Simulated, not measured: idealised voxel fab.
process module | voxel capacitor over wiring
cross-section cut | 200 nm wide | cells 5 nm
A cross-section is a grid of square cells, given in bands from the top down. A band is one or more rows of cells.
Each band's line starts with the height of the band's top and of its bottom, in nm. Then come its materials from left to right, each with its width in nm. One material with "throughout" fills the band from edge to edge. "air" is empty space.
Height 0 is the level under which the wafer as received is all one material. The lowest band goes on downwards, as in "0 down".
A width such as "30 to 40" changes by the same amount from each row of cells to the next, from the band's top row to its bottom row.
"no change" after a step means that no cell of the cross-section changed.
closed voids: empty space of 8 cells or more with no open way to the top, each as width x height at its distance from the left edge, in nm
after a step's settings: what the simulator itself notes on the step
overlay nm, on a step with a mask: how far to the right of its planned place the mask lay; to the left if negative
plan
1 op RECEIVE | material Si
2 op CONFORMAL_DEP | material SiO2 | thk nm 15
3 op DIRECTIONAL_DEP | material TiN | thk nm 5
4 op DIRECTIONAL_DEP | material Ru | thk nm 15
5 op MASKED_ETCH | tone cover | mask id METAL_1 | width nm 25 | pitch nm 85 | etch materials Ru | depth nm 15 | overlay nm 0
6 op MASKED_ETCH | tone cover | mask id METAL_1 | width nm 25 | pitch nm 85 | etch materials TiN | depth nm 5 | overlay nm 0
7 op FILL_DEP | material lowk | thk nm 10
8 op CMP | height nm 35
9 op CONFORMAL_DEP | material SiCN | thk nm 5
10 op DIRECTIONAL_DEP | material lowk | thk nm 20
11 op MASKED_ETCH | tone open | mask id PLUG_1 | width nm 15 | etch materials lowk | depth nm 20 | overlay nm 0
12 op MASKED_ETCH | tone open | mask id PLUG_1 | width nm 15 | etch materials SiCN | depth nm 5 | overlay nm 0
13 op EPI | material Ru | thk nm 10
14 op EPI | material Ru | thk nm 10
15 op EPI | material Ru | thk nm 5
16 op DIRECTIONAL_DEP | material TiN | thk nm 10
17 op DIRECTIONAL_DEP | material Al2O3 | thk nm 5
18 op DIRECTIONAL_DEP | material TiN | thk nm 5
19 op PATTERN | tone cover | mask id UPPER_PLATE | material resist | width nm 65 | thk nm 15 | overlay nm 0
20 op DIRECTIONAL_ETCH | etch materials TiN | depth nm 5
21 op DIRECTIONAL_ETCH | etch materials Al2O3 | depth nm 5
22 op STRIP | etch materials resist
23 op PATTERN | tone cover | mask id LOWER_PLATE | material resist | width nm 75 | thk nm 20 | overlay nm 0
24 op DIRECTIONAL_ETCH | etch materials TiN | depth nm 10
25 op STRIP | etch materials resist
26 op FILL_DEP | material SiO2 | thk nm 15
27 op CMP | height nm 90
28 op DIRECTIONAL_DEP | material aC | thk nm 15
29 op PATTERN | tone open | mask id PLUG_2 | material resist | width nm 15 | thk nm 30 | overlay nm 0
30 op DIRECTIONAL_ETCH | etch materials aC | depth nm 15
31 op STRIP | etch materials resist
32 op DIRECTIONAL_ETCH | etch materials SiO2 | depth nm 10
33 op STRIP | etch materials aC
34 op CONFORMAL_DEP | material TiN | thk nm 5
35 op FILL_DEP | material W | thk nm 10
36 op CMP | height nm 90
37 op CONFORMAL_DEP | material SiCN | thk nm 5
first wafer, as planned
as received, after step 1
  0 down: Si throughout
  closed voids: none
after step 2
  15 to 0: SiO2 throughout
  below 0: unchanged
after step 3
  20 to 15: TiN throughout
  below 15: unchanged
after step 4
  35 to 20: Ru throughout
  below 20: unchanged
after step 5
  35 to 20: air 45 | Ru 25 | air 60 | Ru 25 | air 45
  below 20: unchanged
after step 6
  35 to 20: air 45 | Ru 25 | air 60 | Ru 25 | air 45
  20 to 15: air 45 | TiN 25 | air 60 | TiN 25 | air 45
  below 15: unchanged
after step 7
  45 to 35: lowk throughout
  35 to 20: lowk 45 | Ru 25 | lowk 60 | Ru 25 | lowk 45
  20 to 15: lowk 45 | TiN 25 | lowk 60 | TiN 25 | lowk 45
  below 15: unchanged
after step 8
  35 to 20: lowk 45 | Ru 25 | lowk 60 | Ru 25 | lowk 45
  below 20: unchanged
after step 9
  40 to 35: SiCN throughout
  below 35: unchanged
after step 10
  60 to 40: lowk throughout
  below 40: unchanged
after step 11
  60 to 40: lowk 55 | air 15 | lowk 130
  below 40: unchanged
after step 12
  60 to 40: lowk 55 | air 15 | lowk 130
  40 to 35: SiCN 55 | air 15 | SiCN 130
  below 35: unchanged
after step 13
  60 to 45: lowk 55 | air 15 | lowk 130
  45 to 40: lowk 55 | Ru 15 | lowk 130
  40 to 35: SiCN 55 | Ru 15 | SiCN 130
  below 35: unchanged
after step 14
  60 to 55: lowk 55 | air 15 | lowk 130
  55 to 40: lowk 55 | Ru 15 | lowk 130
  below 40: unchanged
after step 15
  60 to 40: lowk 55 | Ru 15 | lowk 130
  below 40: unchanged
after step 16
  70 to 60: TiN throughout
  below 60: unchanged
after step 17
  75 to 70: Al2O3 throughout
  below 70: unchanged
after step 18
  80 to 75: TiN throughout
  below 75: unchanged
after step 19
  95 to 80: air 55 | resist 65 | air 80
  below 80: unchanged
after step 20
  95 to 80: air 55 | resist 65 | air 80
  80 to 75: air 55 | TiN 65 | air 80
  below 75: unchanged
after step 21
  95 to 80: air 55 | resist 65 | air 80
  80 to 75: air 55 | TiN 65 | air 80
  75 to 70: air 55 | Al2O3 65 | air 80
  below 70: unchanged
after step 22
  80 to 75: air 55 | TiN 65 | air 80
  below 75: unchanged
after step 23
  100 to 80: air 50 | resist 75 | air 75
  80 to 75: air 50 | resist 5 | TiN 65 | resist 5 | air 75
  75 to 70: air 50 | resist 5 | Al2O3 65 | resist 5 | air 75
  below 70: unchanged
after step 24
  100 to 80: air 50 | resist 75 | air 75
  80 to 75: air 50 | resist 5 | TiN 65 | resist 5 | air 75
  75 to 70: air 50 | resist 5 | Al2O3 65 | resist 5 | air 75
  70 to 60: air 50 | TiN 75 | air 75
  below 60: unchanged
after step 25
  80 to 75: air 55 | TiN 65 | air 80
  75 to 70: air 55 | Al2O3 65 | air 80
  below 70: unchanged
after step 26
  95 to 80: SiO2 throughout
  80 to 75: SiO2 55 | TiN 65 | SiO2 80
  75 to 70: SiO2 55 | Al2O3 65 | SiO2 80
  70 to 60: SiO2 50 | TiN 75 | SiO2 75
  below 60: unchanged
after step 27
  90 to 80: SiO2 throughout
  below 80: unchanged
after step 28
  105 to 90: aC throughout
  below 90: unchanged
after step 29
  135 to 105: resist 65 | air 15 | resist 120
  below 105: unchanged
after step 30
  120 to 105: resist 65 | air 15 | resist 120
  105 to 90: aC 65 | air 15 | aC 120
  below 90: unchanged
after step 31
  105 to 90: aC 65 | air 15 | aC 120
  below 90: unchanged
after step 32
  105 to 90: aC 65 | air 15 | aC 120
  90 to 80: SiO2 65 | air 15 | SiO2 120
  below 80: unchanged
after step 33
  90 to 80: SiO2 65 | air 15 | SiO2 120
  below 80: unchanged
after step 34
  95 to 90: TiN 70 | air 5 | TiN 125
  90 to 85: SiO2 65 | TiN 5 | air 5 | TiN 5 | SiO2 120
  85 to 75: SiO2 65 to 55 | TiN 15 to 65 | SiO2 120 to 80
  below 75: unchanged
after step 35
  105 to 95: W throughout
  95 to 90: TiN 70 | W 5 | TiN 125
  90 to 85: SiO2 65 | TiN 5 | W 5 | TiN 5 | SiO2 120
  below 85: unchanged
after step 36
  90 to 85: SiO2 65 | TiN 5 | W 5 | TiN 5 | SiO2 120
  below 85: unchanged
after step 37
  95 to 90: SiCN throughout
  below 90: unchanged
second wafer: like start, like plan, one mistake. Through step 10 it matches the first wafer
when step 11 should have ended
  60 to 40: lowk 55 | air 20 | lowk 125
  below 40: unchanged
when step 12 should have ended
  60 to 40: lowk 55 | air 20 | lowk 125
  40 to 35: SiCN 55 | air 15 | SiCN 130
  below 35: unchanged
when step 13 should have ended
  60 to 45: lowk 55 | air 20 | lowk 125
  45 to 40: lowk 55 | Ru 20 | lowk 125
  40 to 35: SiCN 55 | Ru 15 | SiCN 130
  below 35: unchanged
when step 14 should have ended
  60 to 55: lowk 55 | air 20 | lowk 125
  55 to 40: lowk 55 | Ru 20 | lowk 125
  below 40: unchanged
when step 15 should have ended
  60 to 40: lowk 55 | Ru 20 | lowk 125
  below 40: unchanged
when step 16 should have ended
  70 to 60: TiN throughout
  below 60: unchanged
when step 17 should have ended
  75 to 70: Al2O3 throughout
  below 70: unchanged
when step 18 should have ended
  80 to 75: TiN throughout
  below 75: unchanged
when step 19 should have ended
  95 to 80: air 55 | resist 65 | air 80
  below 80: unchanged
when step 20 should have ended
  95 to 80: air 55 | resist 65 | air 80
  80 to 75: air 55 | TiN 65 | air 80
  below 75: unchanged
when step 21 should have ended
  95 to 80: air 55 | resist 65 | air 80
  80 to 75: air 55 | TiN 65 | air 80
  75 to 70: air 55 | Al2O3 65 | air 80
  below 70: unchanged
when step 22 should have ended
  80 to 75: air 55 | TiN 65 | air 80
  below 75: unchanged
when step 23 should have ended
  100 to 80: air 50 | resist 75 | air 75
  80 to 75: air 50 | resist 5 | TiN 65 | resist 5 | air 75
  75 to 70: air 50 | resist 5 | Al2O3 65 | resist 5 | air 75
  below 70: unchanged
when step 24 should have ended
  100 to 80: air 50 | resist 75 | air 75
  80 to 75: air 50 | resist 5 | TiN 65 | resist 5 | air 75
  75 to 70: air 50 | resist 5 | Al2O3 65 | resist 5 | air 75
  70 to 60: air 50 | TiN 75 | air 75
  below 60: unchanged
when step 25 should have ended
  80 to 75: air 55 | TiN 65 | air 80
  75 to 70: air 55 | Al2O3 65 | air 80
  below 70: unchanged
when step 26 should have ended
  95 to 80: SiO2 throughout
  80 to 75: SiO2 55 | TiN 65 | SiO2 80
  75 to 70: SiO2 55 | Al2O3 65 | SiO2 80
  70 to 60: SiO2 50 | TiN 75 | SiO2 75
  below 60: unchanged
when step 27 should have ended
  90 to 80: SiO2 throughout
  below 80: unchanged
when step 28 should have ended
  105 to 90: aC throughout
  below 90: unchanged
when step 29 should have ended
  135 to 105: resist 65 | air 15 | resist 120
  below 105: unchanged
when step 30 should have ended
  120 to 105: resist 65 | air 15 | resist 120
  105 to 90: aC 65 | air 15 | aC 120
  below 90: unchanged
when step 31 should have ended
  105 to 90: aC 65 | air 15 | aC 120
  below 90: unchanged
when step 32 should have ended
  105 to 90: aC 65 | air 15 | aC 120
  90 to 80: SiO2 65 | air 15 | SiO2 120
  below 80: unchanged
when step 33 should have ended
  90 to 80: SiO2 65 | air 15 | SiO2 120
  below 80: unchanged
when step 34 should have ended
  95 to 90: TiN 70 | air 5 | TiN 125
  90 to 85: SiO2 65 | TiN 5 | air 5 | TiN 5 | SiO2 120
  85 to 75: SiO2 65 to 55 | TiN 15 to 65 | SiO2 120 to 80
  below 75: unchanged
when step 35 should have ended
  105 to 95: W throughout
  95 to 90: TiN 70 | W 5 | TiN 125
  90 to 85: SiO2 65 | TiN 5 | W 5 | TiN 5 | SiO2 120
  below 85: unchanged
when step 36 should have ended
  90 to 85: SiO2 65 | TiN 5 | W 5 | TiN 5 | SiO2 120
  below 85: unchanged
when step 37 should have ended
  95 to 90: SiCN throughout
  below 90: unchanged
what went wrong: step 11 ran as: op MASKED_ETCH | tone open | mask id PLUG_1 | width nm 20 | etch materials lowk | depth nm 20 | overlay nm 0
at the end the second wafer has, in cells: 4 more of Ru | 4 fewer of lowk
